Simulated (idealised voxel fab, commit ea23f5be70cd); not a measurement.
voxel transistor to metal: a process module
For reference, the cross-section in this document is cut, with width 170 nm and square cells of 5 nm.
Cross-section spec: square-cell grid; bands listed top down; each band is one or more rows. Heights first: top, then bottom, in nm. Then materials, left to right, each with a width in nm. "edge to edge" on a single material: fills the band edge to edge. "blank": empty space. Height reference: 0 = level under which incoming wafer is all one material. Lowest band: no bottom, runs on downward, e.g. "top 0, no bottom". A width given as "30->40" starts at the first number in the band's top row and ends at the second number in its bottom row, shifting by an equal amount at every step from row to row. What does "nothing altered" mean for a step? It means no cell of the cross-section changed in that step. Listed in "Closed cavity list": every empty space of 8 or more cells without an open way to the top. Form: width x height at distance, the distance being from the left edge, all in nm. Read whatever lies past the settings on a step's line as the simulator's own remark about the step. For masked steps, "overlay nm" on the step line gives how far right of plan the mask actually lay; a minus sign means it lay to the left.
Steps planned for the process
step 1: RECEIVE [material Si]
step 2: CONFORMAL_DEP [material SiO2] [thk nm 5]
step 3: CONFORMAL_DEP [material SiN] [thk nm 15]
step 4: DIRECTIONAL_DEP [material aC] [thk nm 10]
step 5: PATTERN [tone cover] [mask id ACTIVE] [material resist] [width nm 95] [thk nm 25] [overlay nm 0]
step 6: DIRECTIONAL_ETCH [etch materials aC] [depth nm 10]
step 7: STRIP [etch materials resist]
step 8: DIRECTIONAL_ETCH [etch materials SiN] [depth nm 15]
step 9: DIRECTIONAL_ETCH [etch materials SiO2] [depth nm 5]
step 10: DIRECTIONAL_ETCH [etch materials Si] [depth nm 35]
step 11: STRIP [etch materials aC]
step 12: OXIDIZE [depth nm 5]
step 13: FILL_DEP [material SiO2] [thk nm 10]
step 14: CMP [height nm 20]
step 15: SELECTIVE_ETCH [etch materials SiO2] [depth nm 10]
step 16: STRIP [etch materials SiN]
step 17: SELECTIVE_ETCH [etch materials SiO2] [depth nm 5]
step 18: OXIDIZE [depth nm 5]
step 19: DIRECTIONAL_DEP [material polySi] [thk nm 20]
step 20: DIRECTIONAL_DEP [material SiCN] [thk nm 15]
step 21: MASKED_ETCH [tone cover] [mask id GATE] [width nm 15] [etch materials SiCN] [depth nm 25] [overlay nm 0]
step 22: MASKED_ETCH [tone cover] [mask id GATE] [width nm 15] [etch materials polySi] [depth nm 30] [overlay nm 0]
step 23: CONFORMAL_DEP [material SiN] [thk nm 10]
step 24: DIRECTIONAL_ETCH [etch materials SiN] [depth nm 10]
step 25: DIRECTIONAL_ETCH [etch materials SiO2] [depth nm 5]
step 26: DIRECTIONAL_ETCH [etch materials Si] [depth nm 5]
step 27: EPI [material SiGe] [thk nm 10]
step 28: FILL_DEP [material SiO2] [thk nm 10]
step 29: CMP [height nm 35]
step 30: DIRECTIONAL_DEP [material SiO2] [thk nm 15]
step 31: DIRECTIONAL_DEP [material aC] [thk nm 15]
step 32: PATTERN [tone open] [mask id CONTACT] [material resist] [width nm 15] [pitch nm 70] [thk nm 30] [overlay nm 0]
step 33: DIRECTIONAL_ETCH [etch materials aC] [depth nm 15]
step 34: STRIP [etch materials resist]
step 35: DIRECTIONAL_ETCH [etch materials SiO2] [depth nm 50]
step 36: STRIP [etch materials aC]
step 37: CONFORMAL_DEP [material TiN] [thk nm 5]
step 38: FILL_DEP [material Ru] [thk nm 10]
step 39: CMP [height nm 50]
step 40: DIRECTIONAL_DEP [material TiN] [thk nm 5]
step 41: DIRECTIONAL_DEP [material W] [thk nm 25]
step 42: PATTERN [tone cover] [mask id METAL_1] [material resist] [width nm 15] [pitch nm 70] [thk nm 20] [overlay nm 0]
step 43: DIRECTIONAL_ETCH [etch materials W] [depth nm 25]
step 44: DIRECTIONAL_ETCH [etch materials TiN] [depth nm 5]
step 45: STRIP [etch materials resist]
step 46: FILL_DEP [material lowk] [thk nm 10]
step 47: CMP [height nm 80]
step 48: CONFORMAL_DEP [material SiCN] [thk nm 5]
Cross-section of the wafer upon arrival, representing the state reached after step 1
  top 0, no bottom: Si edge to edge
  Closed cavity list: none
Run as planned - first of the two wafers cross-sectioned at the end of the module
  top 85, bottom 80: SiCN edge to edge
  top 80, bottom 55: lowk: 40; W: 15; lowk: 55; W: 15; lowk: 45
  top 55, bottom 50: lowk: 40; TiN: 15; lowk: 55; TiN: 15; lowk: 45
  top 50, bottom 35: SiO2: 40; TiN: 5; Ru: 5; TiN: 5; SiO2: 55; TiN: 5; Ru: 5; TiN: 5; SiO2: 45
  top 35, bottom 20: SiO2: 40; TiN: 5; Ru: 5; TiN: 5; SiO2: 10; SiN: 10; SiCN: 15; SiN: 10; SiO2: 10; TiN: 5; Ru: 5; TiN: 5; SiO2: 45
  top 20, bottom 5: SiO2: 40; TiN: 5; Ru: 5; TiN: 5; SiO2: 10; SiN: 10; polySi: 15; SiN: 10; SiO2: 10; TiN: 5; Ru: 5; TiN: 5; SiO2: 45
  top 5, bottom 0: SiO2: 30; SiN: 10; TiN: 15; SiGe: 10; SiN: 10; polySi: 15; SiN: 10; SiGe: 10; TiN: 15; SiN: 10; SiO2: 35
  top 0, bottom -5: SiO2: 40; SiGe: 25; SiO2: 35; SiGe: 25; SiO2: 45
  top -5, bottom -10: SiO2: 40; SiGe: 25; Si: 35; SiGe: 25; SiO2: 45
  top -10, bottom -40: SiO2: 40; Si: 85; SiO2: 45
  top -40, no bottom: Si edge to edge
  Closed cavity list: none
Cross-section of the latter of the two wafers at module completion. It had an identical start and an identical plan to the former; in running it, one mistake was made
  top 85, bottom 80: SiCN edge to edge
  top 80, bottom 55: W: 40; lowk: 15; W: 55; lowk: 15; W: 45
  top 55, bottom 50: TiN: 40; lowk: 15; TiN: 55; lowk: 15; TiN: 45
  top 50, bottom 35: SiO2: 40; TiN: 5; Ru: 5; TiN: 5; SiO2: 55; TiN: 5; Ru: 5; TiN: 5; SiO2: 45
  top 35, bottom 20: SiO2: 40; TiN: 5; Ru: 5; TiN: 5; SiO2: 10; SiN: 10; SiCN: 15; SiN: 10; SiO2: 10; TiN: 5; Ru: 5; TiN: 5; SiO2: 45
  top 20, bottom 5: SiO2: 40; TiN: 5; Ru: 5; TiN: 5; SiO2: 10; SiN: 10; polySi: 15; SiN: 10; SiO2: 10; TiN: 5; Ru: 5; TiN: 5; SiO2: 45
  top 5, bottom 0: SiO2: 30; SiN: 10; TiN: 15; SiGe: 10; SiN: 10; polySi: 15; SiN: 10; SiGe: 10; TiN: 15; SiN: 10; SiO2: 35
  top 0, bottom -5: SiO2: 40; SiGe: 25; SiO2: 35; SiGe: 25; SiO2: 45
  top -5, bottom -10: SiO2: 40; SiGe: 25; Si: 35; SiGe: 25; SiO2: 45
  top -10, bottom -40: SiO2: 40; Si: 85; SiO2: 45
  top -40, no bottom: Si edge to edge
  Closed cavity list: none
Deviation from plan: off-plan run, step 42, actual operation and settings PATTERN [tone open] [mask id METAL_1] [material resist] [width nm 15] [pitch nm 70] [thk nm 20] [overlay nm 0]
Materials where the second wafer ends with more or fewer cells than the first: TiN +22, W +110, lowk -132
